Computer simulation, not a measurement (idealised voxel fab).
process module | voxel transistor to metal
cross-section cut | 155 nm wide | cells 5 nm
A cross-section is a grid of square cells, given in bands from the top down. A band is one or more rows of cells.
Each band's line starts with the height of the band's top and of its bottom, in nm. Then come its materials from left to right, each with its width in nm. One material with "throughout" fills the band from edge to edge. "air" is empty space.
Height 0 is the level under which the wafer as received is all one material. The lowest band goes on downwards, as in "0 down".
A width such as "30 to 40" changes by the same amount from each row of cells to the next, from the band's top row to its bottom row.
"no change" after a step means that no cell of the cross-section changed.
closed voids: empty space of 8 cells or more with no open way to the top, each as width x height at its distance from the left edge, in nm
after a step's settings: what the simulator itself notes on the step
overlay nm, on a step with a mask: how far to the right of its planned place the mask lay; to the left if negative
plan
1 op RECEIVE | material Si
2 op CONFORMAL_DEP | material SiO2 | thk nm 5
3 op CONFORMAL_DEP | material SiN | thk nm 15
4 op DIRECTIONAL_DEP | material aC | thk nm 10
5 op PATTERN | tone cover | mask id ACTIVE | material resist | width nm 95 | thk nm 30 | overlay nm 0
6 op DIRECTIONAL_ETCH | etch materials aC | depth nm 10
7 op STRIP | etch materials resist
8 op DIRECTIONAL_ETCH | etch materials SiN | depth nm 15
9 op DIRECTIONAL_ETCH | etch materials SiO2 | depth nm 5
10 op DIRECTIONAL_ETCH | etch materials Si | depth nm 20
11 op STRIP | etch materials aC
12 op FILL_DEP | material SiO2 | thk nm 10
13 op CMP | height nm 20
14 op SELECTIVE_ETCH | etch materials SiO2 | depth nm 10
15 op STRIP | etch materials SiN
16 op SELECTIVE_ETCH | etch materials SiO2 | depth nm 5
17 op OXIDIZE | depth nm 5
18 op DIRECTIONAL_DEP | material polySi | thk nm 25
19 op DIRECTIONAL_DEP | material SiCN | thk nm 15
20 op DIRECTIONAL_DEP | material aC | thk nm 15
21 op PATTERN | tone cover | mask id GATE | material resist | width nm 15 | thk nm 35 | overlay nm 0
22 op DIRECTIONAL_ETCH | etch materials aC | depth nm 15
23 op STRIP | etch materials resist
24 op DIRECTIONAL_ETCH | etch materials SiCN | depth nm 25
25 op DIRECTIONAL_ETCH | etch materials polySi | depth nm 35
26 op STRIP | etch materials aC
27 op CONFORMAL_DEP | material SiO2 | thk nm 5
28 op DIRECTIONAL_ETCH | etch materials SiO2 | depth nm 5
29 op CONFORMAL_DEP | material SiN | thk nm 10
30 op DIRECTIONAL_ETCH | etch materials SiN | depth nm 10
31 op DIRECTIONAL_ETCH | etch materials SiO2 | depth nm 5
32 op DIRECTIONAL_ETCH | etch materials Si | depth nm 10
33 op EPI | material SiGe | thk nm 10
34 op FILL_DEP | material SiO2 | thk nm 10
35 op CMP | height nm 40
36 op DIRECTIONAL_DEP | material SiO2 | thk nm 10
37 op DIRECTIONAL_DEP | material aC | thk nm 15
38 op PATTERN | tone open | mask id CONTACT | material resist | width nm 30 | pitch nm 55 | thk nm 30 | overlay nm 0
39 op DIRECTIONAL_ETCH | etch materials aC | depth nm 15
40 op STRIP | etch materials resist
41 op DIRECTIONAL_ETCH | etch materials SiO2 | depth nm 45
42 op STRIP | etch materials aC
43 op CONFORMAL_DEP | material TiN | thk nm 5
44 op FILL_DEP | material Ru | thk nm 10
45 op CMP | height nm 50
46 op DIRECTIONAL_DEP | material TiN | thk nm 5
47 op DIRECTIONAL_DEP | material W | thk nm 20
48 op MASKED_ETCH | tone cover | mask id METAL_1 | width nm 20 | pitch nm 65 | etch materials W | depth nm 20 | overlay nm 0
49 op MASKED_ETCH | tone cover | mask id METAL_1 | width nm 20 | pitch nm 65 | etch materials TiN | depth nm 5 | overlay nm 0
50 op FILL_DEP | material SiO2 | thk nm 10
51 op CMP | height nm 75
52 op CONFORMAL_DEP | material SiN | thk nm 5
first wafer, as planned
as received, after step 1
  0 down: Si throughout
  closed voids: none
after step 2
  5 to 0: SiO2 throughout
  below 0: unchanged
after step 3
  20 to 5: SiN throughout
  below 5: unchanged
after step 4
  30 to 20: aC throughout
  below 20: unchanged
after step 5
  60 to 30: air 30 | resist 95 | air 30
  below 30: unchanged
after step 6
  50 to 30: air 30 | resist 95 | air 30
  30 to 20: air 30 | aC 95 | air 30
  below 20: unchanged
after step 7
  30 to 20: air 30 | aC 95 | air 30
  below 20: unchanged
after step 8
  30 to 20: air 30 | aC 95 | air 30
  20 to 5: air 30 | SiN 95 | air 30
  below 5: unchanged
after step 9
  30 to 20: air 30 | aC 95 | air 30
  20 to 5: air 30 | SiN 95 | air 30
  5 to 0: air 30 | SiO2 95 | air 30
  below 0: unchanged
after step 10
  30 to 20: air 30 | aC 95 | air 30
  20 to 5: air 30 | SiN 95 | air 30
  5 to 0: air 30 | SiO2 95 | air 30
  0 to -20: air 30 | Si 95 | air 30
  below -20: unchanged
after step 11
  20 to 5: air 30 | SiN 95 | air 30
  below 5: unchanged
after step 12
  30 to 20: SiO2 throughout
  20 to 5: SiO2 30 | SiN 95 | SiO2 30
  5 to 0: SiO2 throughout
  0 to -20: SiO2 30 | Si 95 | SiO2 30
  below -20: unchanged
after step 13
  20 to 5: SiO2 30 | SiN 95 | SiO2 30
  below 5: unchanged
after step 14
  20 to 10: air 30 | SiN 95 | air 30
  below 10: unchanged
after step 15
  10 to 5: SiO2 30 | air 95 | SiO2 30
  below 5: unchanged
after step 16
  5 to 0: SiO2 25 | air 105 | SiO2 25
  below 0: unchanged
after step 17
  5 to 0: SiO2 25 | air 105 | SiO2 25
  0 to -5: SiO2 throughout
  below -5: unchanged
after step 18
  30 to 25: polySi 25 | air 105 | polySi 25
  25 to 5: polySi throughout
  5 to 0: SiO2 25 | polySi 105 | SiO2 25
  below 0: unchanged
after step 19
  45 to 40: SiCN 25 | air 105 | SiCN 25
  40 to 30: SiCN throughout
  30 to 25: polySi 25 | SiCN 105 | polySi 25
  below 25: unchanged
after step 20
  60 to 55: aC 25 | air 105 | aC 25
  55 to 45: aC throughout
  45 to 40: SiCN 25 | aC 105 | SiCN 25
  below 40: unchanged
after step 21
  95 to 60: air 70 | resist 15 | air 70
  60 to 55: aC 25 | air 45 | resist 15 | air 45 | aC 25
  below 55: unchanged
after step 22
  80 to 55: air 70 | resist 15 | air 70
  55 to 45: air 70 | aC 15 | air 70
  45 to 40: SiCN 25 | air 45 | aC 15 | air 45 | SiCN 25
  below 40: unchanged
after step 23
  55 to 45: air 70 | aC 15 | air 70
  below 45: unchanged
after step 24
  55 to 40: air 70 | aC 15 | air 70
  40 to 30: air 70 | SiCN 15 | air 70
  30 to 25: polySi 25 | air 45 | SiCN 15 | air 45 | polySi 25
  below 25: unchanged
after step 25
  55 to 40: air 70 | aC 15 | air 70
  40 to 25: air 70 | SiCN 15 | air 70
  25 to 5: air 70 | polySi 15 | air 70
  5 to 0: SiO2 25 | air 45 | polySi 15 | air 45 | SiO2 25
  below 0: unchanged
after step 26
  40 to 25: air 70 | SiCN 15 | air 70
  below 25: unchanged
after step 27
  45 to 40: air 65 | SiO2 25 | air 65
  40 to 25: air 65 | SiO2 5 | SiCN 15 | SiO2 5 | air 65
  25 to 10: air 65 | SiO2 5 | polySi 15 | SiO2 5 | air 65
  10 to 5: SiO2 30 | air 35 | SiO2 5 | polySi 15 | SiO2 5 | air 35 | SiO2 30
  5 to 0: SiO2 70 | polySi 15 | SiO2 70
  below 0: unchanged
after step 28
  40 to 25: air 65 | SiO2 5 | SiCN 15 | SiO2 5 | air 65
  25 to 5: air 65 | SiO2 5 | polySi 15 | SiO2 5 | air 65
  5 to 0: SiO2 30 | air 35 | SiO2 5 | polySi 15 | SiO2 5 | air 35 | SiO2 30
  below 0: unchanged
after step 29
  50 to 40: air 55 | SiN 45 | air 55
  40 to 25: air 55 | SiN 10 | SiO2 5 | SiCN 15 | SiO2 5 | SiN 10 | air 55
  25 to 15: air 55 | SiN 10 | SiO2 5 | polySi 15 | SiO2 5 | SiN 10 | air 55
  15 to 10: SiN 40 | air 15 | SiN 10 | SiO2 5 | polySi 15 | SiO2 5 | SiN 10 | air 15 | SiN 40
  10 to 5: SiN 65 | SiO2 5 | polySi 15 | SiO2 5 | SiN 65
  5 to 0: SiO2 30 | SiN 35 | SiO2 5 | polySi 15 | SiO2 5 | SiN 35 | SiO2 30
  below 0: unchanged
after step 30
  40 to 25: air 55 | SiN 10 | SiO2 5 | SiCN 15 | SiO2 5 | SiN 10 | air 55
  25 to 5: air 55 | SiN 10 | SiO2 5 | polySi 15 | SiO2 5 | SiN 10 | air 55
  5 to 0: SiO2 30 | SiN 10 | air 15 | SiN 10 | SiO2 5 | polySi 15 | SiO2 5 | SiN 10 | air 15 | SiN 10 | SiO2 30
  below 0: unchanged
after step 31
  40 to 35: air 55 | SiN 10 | air 5 | SiCN 15 | air 5 | SiN 10 | air 55
  35 to 25: air 55 | SiN 10 | SiO2 5 | SiCN 15 | SiO2 5 | SiN 10 | air 55
  25 to 5: air 55 | SiN 10 | SiO2 5 | polySi 15 | SiO2 5 | SiN 10 | air 55
  5 to 0: air 30 | SiN 10 | air 15 | SiN 10 | SiO2 5 | polySi 15 | SiO2 5 | SiN 10 | air 15 | SiN 10 | air 30
  0 to -5: SiO2 40 | air 15 | SiO2 45 | air 15 | SiO2 40
  below -5: unchanged
after step 32
  40 to 35: air 55 | SiN 10 | air 5 | SiCN 15 | air 5 | SiN 10 | air 55
  35 to 25: air 55 | SiN 10 | SiO2 5 | SiCN 15 | SiO2 5 | SiN 10 | air 55
  25 to 5: air 55 | SiN 10 | SiO2 5 | polySi 15 | SiO2 5 | SiN 10 | air 55
  5 to 0: air 30 | SiN 10 | air 15 | SiN 10 | SiO2 5 | polySi 15 | SiO2 5 | SiN 10 | air 15 | SiN 10 | air 30
  0 to -5: SiO2 40 | air 15 | SiO2 45 | air 15 | SiO2 40
  -5 to -15: SiO2 30 | Si 10 | air 15 | Si 45 | air 15 | Si 10 | SiO2 30
  below -15: unchanged
after step 33
  40 to 35: air 55 | SiN 10 | air 5 | SiCN 15 | air 5 | SiN 10 | air 55
  35 to 25: air 55 | SiN 10 | SiO2 5 | SiCN 15 | SiO2 5 | SiN 10 | air 55
  25 to 5: air 55 | SiN 10 | SiO2 5 | polySi 15 | SiO2 5 | SiN 10 | air 55
  5 to 0: air 30 | SiN 10 | SiGe 15 | SiN 10 | SiO2 5 | polySi 15 | SiO2 5 | SiN 10 | SiGe 15 | SiN 10 | air 30
  0 to -5: SiO2 40 | SiGe 15 | SiO2 45 | SiGe 15 | SiO2 40
  -5 to -15: SiO2 30 | Si 10 | SiGe 15 | Si 45 | SiGe 15 | Si 10 | SiO2 30
  below -15: unchanged
after step 34
  50 to 40: SiO2 throughout
  40 to 25: SiO2 55 | SiN 10 | SiO2 5 | SiCN 15 | SiO2 5 | SiN 10 | SiO2 55
  25 to 5: SiO2 55 | SiN 10 | SiO2 5 | polySi 15 | SiO2 5 | SiN 10 | SiO2 55
  5 to 0: SiO2 30 | SiN 10 | SiGe 15 | SiN 10 | SiO2 5 | polySi 15 | SiO2 5 | SiN 10 | SiGe 15 | SiN 10 | SiO2 30
  below 0: unchanged
after step 35
  40 to 25: SiO2 55 | SiN 10 | SiO2 5 | SiCN 15 | SiO2 5 | SiN 10 | SiO2 55
  below 25: unchanged
after step 36
  50 to 40: SiO2 throughout
  below 40: unchanged
after step 37
  65 to 50: aC throughout
  below 50: unchanged
after step 38
  95 to 65: resist 35 | air 30 | resist 25 | air 30 | resist 35
  below 65: unchanged
after step 39
  80 to 65: resist 35 | air 30 | resist 25 | air 30 | resist 35
  65 to 50: aC 35 | air 30 | aC 25 | air 30 | aC 35
  below 50: unchanged
after step 40
  65 to 50: aC 35 | air 30 | aC 25 | air 30 | aC 35
  below 50: unchanged
after step 41
  65 to 50: aC 35 | air 30 | aC 25 | air 30 | aC 35
  50 to 40: SiO2 35 | air 30 | SiO2 25 | air 30 | SiO2 35
  40 to 25: SiO2 35 | air 20 | SiN 10 | SiO2 5 | SiCN 15 | SiO2 5 | SiN 10 | air 20 | SiO2 35
  25 to 5: SiO2 35 | air 20 | SiN 10 | SiO2 5 | polySi 15 | SiO2 5 | SiN 10 | air 20 | SiO2 35
  below 5: unchanged
after step 42
  50 to 40: SiO2 35 | air 30 | SiO2 25 | air 30 | SiO2 35
  below 40: unchanged
after step 43
  55 to 50: TiN 40 | air 20 | TiN 35 | air 20 | TiN 40
  50 to 40: SiO2 35 | TiN 5 | air 20 to 10 | TiN 5 to 15 | SiO2 25 | TiN 5 to 15 | air 20 to 10 | TiN 5 | SiO2 35
  40 to 25: SiO2 35 | TiN 5 | air 10 | TiN 5 | SiN 10 | SiO2 5 | SiCN 15 | SiO2 5 | SiN 10 | TiN 5 | air 10 | TiN 5 | SiO2 35
  25 to 10: SiO2 35 | TiN 5 | air 10 | TiN 5 | SiN 10 | SiO2 5 | polySi 15 | SiO2 5 | SiN 10 | TiN 5 | air 10 | TiN 5 | SiO2 35
  10 to 5: SiO2 35 | TiN 20 | SiN 10 | SiO2 5 | polySi 15 | SiO2 5 | SiN 10 | TiN 20 | SiO2 35
  below 5: unchanged
after step 44
  65 to 55: Ru throughout
  55 to 50: TiN 40 | Ru 20 | TiN 35 | Ru 20 | TiN 40
  50 to 40: SiO2 35 | TiN 5 | Ru 20 to 10 | TiN 5 to 15 | SiO2 25 | TiN 5 to 15 | Ru 20 to 10 | TiN 5 | SiO2 35
  40 to 25: SiO2 35 | TiN 5 | Ru 10 | TiN 5 | SiN 10 | SiO2 5 | SiCN 15 | SiO2 5 | SiN 10 | TiN 5 | Ru 10 | TiN 5 | SiO2 35
  25 to 10: SiO2 35 | TiN 5 | Ru 10 | TiN 5 | SiN 10 | SiO2 5 | polySi 15 | SiO2 5 | SiN 10 | TiN 5 | Ru 10 | TiN 5 | SiO2 35
  below 10: unchanged
after step 45
  50 to 40: SiO2 35 | TiN 5 | Ru 20 to 10 | TiN 5 to 15 | SiO2 25 | TiN 5 to 15 | Ru 20 to 10 | TiN 5 | SiO2 35
  below 40: unchanged
after step 46
  55 to 50: TiN throughout
  below 50: unchanged
after step 47
  75 to 55: W throughout
  below 55: unchanged
after step 48
  75 to 55: air 35 | W 20 | air 45 | W 20 | air 35
  below 55: unchanged
after step 49
  75 to 55: air 35 | W 20 | air 45 | W 20 | air 35
  55 to 50: air 35 | TiN 20 | air 45 | TiN 20 | air 35
  below 50: unchanged
after step 50
  85 to 75: SiO2 throughout
  75 to 55: SiO2 35 | W 20 | SiO2 45 | W 20 | SiO2 35
  55 to 50: SiO2 35 | TiN 20 | SiO2 45 | TiN 20 | SiO2 35
  below 50: unchanged
after step 51
  75 to 55: SiO2 35 | W 20 | SiO2 45 | W 20 | SiO2 35
  below 55: unchanged
after step 52
  80 to 75: SiN throughout
  below 75: unchanged
second wafer: like start, like plan, one mistake. Through step 1 it matches the first wafer
when step 2 should have ended: no change
when step 3 should have ended
  15 to 0: SiN throughout
  below 0: unchanged
when step 4 should have ended
  25 to 15: aC throughout
  below 15: unchanged
when step 5 should have ended
  55 to 25: air 30 | resist 95 | air 30
  below 25: unchanged
when step 6 should have ended
  45 to 25: air 30 | resist 95 | air 30
  25 to 15: air 30 | aC 95 | air 30
  below 15: unchanged
when step 7 should have ended
  25 to 15: air 30 | aC 95 | air 30
  below 15: unchanged
when step 8 should have ended
  25 to 15: air 30 | aC 95 | air 30
  15 to 0: air 30 | SiN 95 | air 30
  below 0: unchanged
when step 9 should have ended: no change
when step 10 should have ended
  25 to 15: air 30 | aC 95 | air 30
  15 to 0: air 30 | SiN 95 | air 30
  0 to -20: air 30 | Si 95 | air 30
  below -20: unchanged
when step 11 should have ended
  15 to 0: air 30 | SiN 95 | air 30
  below 0: unchanged
when step 12 should have ended
  25 to 15: SiO2 throughout
  15 to 0: SiO2 30 | SiN 95 | SiO2 30
  0 to -20: SiO2 30 | Si 95 | SiO2 30
  below -20: unchanged
when step 13 should have ended
  20 to 15: SiO2 throughout
  below 15: unchanged
when step 14 should have ended
  15 to 10: air 30 | SiN 95 | air 30
  below 10: unchanged
when step 15 should have ended
  10 to 0: SiO2 30 | air 95 | SiO2 30
  below 0: unchanged
when step 16 should have ended
  5 to 0: SiO2 25 | air 105 | SiO2 25
  0 to -5: SiO2 25 | air 5 | Si 95 | air 5 | SiO2 25
  below -5: unchanged
when step 17 should have ended
  5 to 0: SiO2 25 | air 105 | SiO2 25
  0 to -5: SiO2 25 | air 5 | SiO2 95 | air 5 | SiO2 25
  -5 to -10: SiO2 35 | Si 85 | SiO2 35
  below -10: unchanged
when step 18 should have ended
  30 to 25: polySi 25 | air 105 | polySi 25
  25 to 20: polySi 25 | air 5 | polySi 95 | air 5 | polySi 25
  20 to 5: polySi throughout
  5 to 0: SiO2 25 | polySi 105 | SiO2 25
  0 to -5: SiO2 25 | polySi 5 | SiO2 95 | polySi 5 | SiO2 25
  below -5: unchanged
when step 19 should have ended
  45 to 40: SiCN 25 | air 105 | SiCN 25
  40 to 35: SiCN 25 | air 5 | SiCN 95 | air 5 | SiCN 25
  35 to 30: SiCN throughout
  30 to 25: polySi 25 | SiCN 105 | polySi 25
  25 to 20: polySi 25 | SiCN 5 | polySi 95 | SiCN 5 | polySi 25
  below 20: unchanged
when step 20 should have ended
  60 to 55: aC 25 | air 105 | aC 25
  55 to 50: aC 25 | air 5 | aC 95 | air 5 | aC 25
  50 to 45: aC throughout
  45 to 40: SiCN 25 | aC 105 | SiCN 25
  40 to 35: SiCN 25 | aC 5 | SiCN 95 | aC 5 | SiCN 25
  below 35: unchanged
when step 21 should have ended
  95 to 60: air 70 | resist 15 | air 70
  60 to 55: aC 25 | air 45 | resist 15 | air 45 | aC 25
  below 55: unchanged
when step 22 should have ended
  80 to 55: air 70 | resist 15 | air 70
  55 to 45: air 70 | aC 15 | air 70
  45 to 40: SiCN 25 | air 45 | aC 15 | air 45 | SiCN 25
  40 to 35: SiCN 25 | air 5 | SiCN 95 | air 5 | SiCN 25
  below 35: unchanged
when step 23 should have ended
  55 to 45: air 70 | aC 15 | air 70
  below 45: unchanged
when step 24 should have ended
  55 to 40: air 70 | aC 15 | air 70
  40 to 30: air 70 | SiCN 15 | air 70
  30 to 25: polySi 25 | air 45 | SiCN 15 | air 45 | polySi 25
  25 to 20: polySi 25 | air 5 | polySi 95 | air 5 | polySi 25
  below 20: unchanged
when step 25 should have ended
  55 to 40: air 70 | aC 15 | air 70
  40 to 25: air 70 | SiCN 15 | air 70
  25 to 5: air 70 | polySi 15 | air 70
  5 to 0: SiO2 25 | air 45 | polySi 15 | air 45 | SiO2 25
  0 to -5: SiO2 25 | air 5 | SiO2 95 | air 5 | SiO2 25
  below -5: unchanged
when step 26 should have ended
  40 to 25: air 70 | SiCN 15 | air 70
  below 25: unchanged
when step 27 should have ended
  45 to 40: air 65 | SiO2 25 | air 65
  40 to 25: air 65 | SiO2 5 | SiCN 15 | SiO2 5 | air 65
  25 to 10: air 65 | SiO2 5 | polySi 15 | SiO2 5 | air 65
  10 to 5: SiO2 30 | air 35 | SiO2 5 | polySi 15 | SiO2 5 | air 35 | SiO2 30
  5 to 0: SiO2 70 | polySi 15 | SiO2 70
  0 to -5: SiO2 throughout
  below -5: unchanged
when step 28 should have ended
  40 to 25: air 65 | SiO2 5 | SiCN 15 | SiO2 5 | air 65
  25 to 5: air 65 | SiO2 5 | polySi 15 | SiO2 5 | air 65
  5 to 0: SiO2 30 | air 35 | SiO2 5 | polySi 15 | SiO2 5 | air 35 | SiO2 30
  below 0: unchanged
when step 29 should have ended
  50 to 40: air 55 | SiN 45 | air 55
  40 to 25: air 55 | SiN 10 | SiO2 5 | SiCN 15 | SiO2 5 | SiN 10 | air 55
  25 to 15: air 55 | SiN 10 | SiO2 5 | polySi 15 | SiO2 5 | SiN 10 | air 55
  15 to 10: SiN 40 | air 15 | SiN 10 | SiO2 5 | polySi 15 | SiO2 5 | SiN 10 | air 15 | SiN 40
  10 to 5: SiN 65 | SiO2 5 | polySi 15 | SiO2 5 | SiN 65
  5 to 0: SiO2 30 | SiN 35 | SiO2 5 | polySi 15 | SiO2 5 | SiN 35 | SiO2 30
  below 0: unchanged
when step 30 should have ended
  40 to 25: air 55 | SiN 10 | SiO2 5 | SiCN 15 | SiO2 5 | SiN 10 | air 55
  25 to 5: air 55 | SiN 10 | SiO2 5 | polySi 15 | SiO2 5 | SiN 10 | air 55
  5 to 0: SiO2 30 | SiN 10 | air 15 | SiN 10 | SiO2 5 | polySi 15 | SiO2 5 | SiN 10 | air 15 | SiN 10 | SiO2 30
  below 0: unchanged
when step 31 should have ended
  40 to 35: air 55 | SiN 10 | air 5 | SiCN 15 | air 5 | SiN 10 | air 55
  35 to 25: air 55 | SiN 10 | SiO2 5 | SiCN 15 | SiO2 5 | SiN 10 | air 55
  25 to 5: air 55 | SiN 10 | SiO2 5 | polySi 15 | SiO2 5 | SiN 10 | air 55
  5 to 0: air 30 | SiN 10 | air 15 | SiN 10 | SiO2 5 | polySi 15 | SiO2 5 | SiN 10 | air 15 | SiN 10 | air 30
  0 to -5: SiO2 40 | air 15 | SiO2 45 | air 15 | SiO2 40
  below -5: unchanged
when step 32 should have ended
  40 to 35: air 55 | SiN 10 | air 5 | SiCN 15 | air 5 | SiN 10 | air 55
  35 to 25: air 55 | SiN 10 | SiO2 5 | SiCN 15 | SiO2 5 | SiN 10 | air 55
  25 to 5: air 55 | SiN 10 | SiO2 5 | polySi 15 | SiO2 5 | SiN 10 | air 55
  5 to 0: air 30 | SiN 10 | air 15 | SiN 10 | SiO2 5 | polySi 15 | SiO2 5 | SiN 10 | air 15 | SiN 10 | air 30
  0 to -5: SiO2 40 | air 15 | SiO2 45 | air 15 | SiO2 40
  -5 to -15: SiO2 35 to 30 | Si 5 to 10 | air 15 | Si 45 | air 15 | Si 5 to 10 | SiO2 35 to 30
  below -15: unchanged
when step 33 should have ended
  40 to 35: air 55 | SiN 10 | air 5 | SiCN 15 | air 5 | SiN 10 | air 55
  35 to 25: air 55 | SiN 10 | SiO2 5 | SiCN 15 | SiO2 5 | SiN 10 | air 55
  25 to 5: air 55 | SiN 10 | SiO2 5 | polySi 15 | SiO2 5 | SiN 10 | air 55
  5 to 0: air 30 | SiN 10 | SiGe 15 | SiN 10 | SiO2 5 | polySi 15 | SiO2 5 | SiN 10 | SiGe 15 | SiN 10 | air 30
  0 to -5: SiO2 40 | SiGe 15 | SiO2 45 | SiGe 15 | SiO2 40
  -5 to -15: SiO2 35 to 30 | Si 5 to 10 | SiGe 15 | Si 45 | SiGe 15 | Si 5 to 10 | SiO2 35 to 30
  below -15: unchanged
when step 34 should have ended
  50 to 40: SiO2 throughout
  40 to 25: SiO2 55 | SiN 10 | SiO2 5 | SiCN 15 | SiO2 5 | SiN 10 | SiO2 55
  25 to 5: SiO2 55 | SiN 10 | SiO2 5 | polySi 15 | SiO2 5 | SiN 10 | SiO2 55
  5 to 0: SiO2 30 | SiN 10 | SiGe 15 | SiN 10 | SiO2 5 | polySi 15 | SiO2 5 | SiN 10 | SiGe 15 | SiN 10 | SiO2 30
  below 0: unchanged
when step 35 should have ended
  40 to 25: SiO2 55 | SiN 10 | SiO2 5 | SiCN 15 | SiO2 5 | SiN 10 | SiO2 55
  below 25: unchanged
when step 36 should have ended
  50 to 40: SiO2 throughout
  below 40: unchanged
when step 37 should have ended
  65 to 50: aC throughout
  below 50: unchanged
when step 38 should have ended
  95 to 65: resist 35 | air 30 | resist 25 | air 30 | resist 35
  below 65: unchanged
when step 39 should have ended
  80 to 65: resist 35 | air 30 | resist 25 | air 30 | resist 35
  65 to 50: aC 35 | air 30 | aC 25 | air 30 | aC 35
  below 50: unchanged
when step 40 should have ended
  65 to 50: aC 35 | air 30 | aC 25 | air 30 | aC 35
  below 50: unchanged
when step 41 should have ended
  65 to 50: aC 35 | air 30 | aC 25 | air 30 | aC 35
  50 to 40: SiO2 35 | air 30 | SiO2 25 | air 30 | SiO2 35
  40 to 25: SiO2 35 | air 20 | SiN 10 | SiO2 5 | SiCN 15 | SiO2 5 | SiN 10 | air 20 | SiO2 35
  25 to 5: SiO2 35 | air 20 | SiN 10 | SiO2 5 | polySi 15 | SiO2 5 | SiN 10 | air 20 | SiO2 35
  below 5: unchanged
when step 42 should have ended
  50 to 40: SiO2 35 | air 30 | SiO2 25 | air 30 | SiO2 35
  below 40: unchanged
when step 43 should have ended
  55 to 50: TiN 40 | air 20 | TiN 35 | air 20 | TiN 40
  50 to 40: SiO2 35 | TiN 5 | air 20 to 10 | TiN 5 to 15 | SiO2 25 | TiN 5 to 15 | air 20 to 10 | TiN 5 | SiO2 35
  40 to 25: SiO2 35 | TiN 5 | air 10 | TiN 5 | SiN 10 | SiO2 5 | SiCN 15 | SiO2 5 | SiN 10 | TiN 5 | air 10 | TiN 5 | SiO2 35
  25 to 10: SiO2 35 | TiN 5 | air 10 | TiN 5 | SiN 10 | SiO2 5 | polySi 15 | SiO2 5 | SiN 10 | TiN 5 | air 10 | TiN 5 | SiO2 35
  10 to 5: SiO2 35 | TiN 20 | SiN 10 | SiO2 5 | polySi 15 | SiO2 5 | SiN 10 | TiN 20 | SiO2 35
  below 5: unchanged
when step 44 should have ended
  65 to 55: Ru throughout
  55 to 50: TiN 40 | Ru 20 | TiN 35 | Ru 20 | TiN 40
  50 to 40: SiO2 35 | TiN 5 | Ru 20 to 10 | TiN 5 to 15 | SiO2 25 | TiN 5 to 15 | Ru 20 to 10 | TiN 5 | SiO2 35
  40 to 25: SiO2 35 | TiN 5 | Ru 10 | TiN 5 | SiN 10 | SiO2 5 | SiCN 15 | SiO2 5 | SiN 10 | TiN 5 | Ru 10 | TiN 5 | SiO2 35
  25 to 10: SiO2 35 | TiN 5 | Ru 10 | TiN 5 | SiN 10 | SiO2 5 | polySi 15 | SiO2 5 | SiN 10 | TiN 5 | Ru 10 | TiN 5 | SiO2 35
  below 10: unchanged
when step 45 should have ended
  50 to 40: SiO2 35 | TiN 5 | Ru 20 to 10 | TiN 5 to 15 | SiO2 25 | TiN 5 to 15 | Ru 20 to 10 | TiN 5 | SiO2 35
  below 40: unchanged
when step 46 should have ended
  55 to 50: TiN throughout
  below 50: unchanged
when step 47 should have ended
  75 to 55: W throughout
  below 55: unchanged
when step 48 should have ended
  75 to 55: air 35 | W 20 | air 45 | W 20 | air 35
  below 55: unchanged
when step 49 should have ended
  75 to 55: air 35 | W 20 | air 45 | W 20 | air 35
  55 to 50: air 35 | TiN 20 | air 45 | TiN 20 | air 35
  below 50: unchanged
when step 50 should have ended
  85 to 75: SiO2 throughout
  75 to 55: SiO2 35 | W 20 | SiO2 45 | W 20 | SiO2 35
  55 to 50: SiO2 35 | TiN 20 | SiO2 45 | TiN 20 | SiO2 35
  below 50: unchanged
when step 51 should have ended
  75 to 55: SiO2 35 | W 20 | SiO2 45 | W 20 | SiO2 35
  below 55: unchanged
when step 52 should have ended
  80 to 75: SiN throughout
  below 75: unchanged
what went wrong: step 2 was left out
at the end the second wafer has, in cells: 2 fewer of Si | 2 more of SiO2
